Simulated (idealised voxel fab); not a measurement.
Module name: voxel self aligned vias (process module)
Cross-sectional view cut (width: 175 nm; square cell size: 5 nm).
Square cells in a grid make up a cross-section in this document, and the grid is given as bands, listed from the top down, each one or more rows of cells.
Top, bottom (nm), then materials left to right with widths (nm); lone material tagged "everywhere" fills the whole band edge to edge; "air" = empty space.
We count height from 0. Below that, the starting wafer is all one material. The lowest band never ends at the bottom but goes on down; see "z 0 and below" for how that is written.
The notation "30 to 40" denotes a width that varies across the rows of cells in the band, beginning at the first number in the top row, finishing at the second number in the bottom row, and changing by an identical amount from each row to the next.
Step note "no alterations made" = no cross-section cell changed.
Basically, "Closed-off voids" tells you about the enclosed voids: empty spaces with no open way to the top, 8 cells or bigger, each written width x height at distance, where distance is from the left edge, all in nm.
The remark found on a step's line after its settings is issued by the simulator itself and pertains to that step.
"overlay nm" on a masked step: distance the mask lay right of its planned place, negative for left.
Listed below are the process steps as planned
1,RECEIVE with material Si
2,CONFORMAL_DEP with material SiO2, thk nm 15
3,CONFORMAL_DEP with material SiCN, thk nm 5
4,DIRECTIONAL_DEP with material SiO2, thk nm 20
5,DIRECTIONAL_DEP with material aC, thk nm 15
6,PATTERN with tone open, mask id LINES, material resist, width nm 30, pitch nm 70, thk nm 35, overlay nm 0
7,DIRECTIONAL_ETCH with etch materials aC, depth nm 15
8,STRIP with etch materials resist
9,DIRECTIONAL_ETCH with etch materials SiO2, depth nm 20
10,STRIP with etch materials aC
11,CONFORMAL_DEP with material TiN, thk nm 5
12,FILL_DEP with material Ru, thk nm 10
13,CMP with height nm 40
14,SELECTIVE_ETCH with etch materials W Ru TiN, depth nm 10
15,FILL_DEP with material SiN, thk nm 5
16,CMP with height nm 40
17,DIRECTIONAL_DEP with material SiO2, thk nm 15
18,DIRECTIONAL_DEP with material aC, thk nm 10
19,PATTERN with tone open, mask id VIAS, material resist, width nm 50, thk nm 30, overlay nm 0
20,DIRECTIONAL_ETCH with etch materials aC, depth nm 10
21,STRIP with etch materials resist
22,DIRECTIONAL_ETCH with etch materials SiO2, depth nm 15
23,DIRECTIONAL_ETCH with etch materials SiN, depth nm 10
24,STRIP with etch materials aC
25,CONFORMAL_DEP with material TiN, thk nm 5
26,FILL_DEP with material W, thk nm 10
27,CMP with height nm 55
28,CONFORMAL_DEP with material SiN, thk nm 5
Cross-section, incoming material, after step 1
- z 0 and below: Si everywhere
- Closed-off voids: none
Same starting wafer, same plan as above, one mistake in the execution; this is the cross-section at the end of the module
- z 60 to 55: SiN everywhere
- z 55 to 40: SiO2 25 nm, then TiN 5 nm, then W 40 nm, then TiN 5 nm, then SiO2 100 nm
- z 40 to 35: SiN 25 nm, then TiN 15 nm, then W 20 nm, then TiN 15 nm, then SiN 100 nm
- z 35 to 30: SiO2 35 nm, then TiN 30 nm, then SiO2 40 nm, then SiN 30 nm, then SiO2 40 nm
- z 30 to 20: SiO2 35 nm, then TiN 5 nm, then Ru 20 nm, then TiN 5 nm, then SiO2 40 nm, then TiN 5 nm, then Ru 20 nm, then TiN 5 nm, then SiO2 40 nm
- z 20 to 15: SiO2 35 nm, then TiN 30 nm, then SiO2 40 nm, then TiN 30 nm, then SiO2 40 nm
- z 15 to 0: SiO2 everywhere
- z 0 and below: Si everywhere
- Closed-off voids: none
Here's what went sideways: step 3 from the plan never happened, it was just skipped
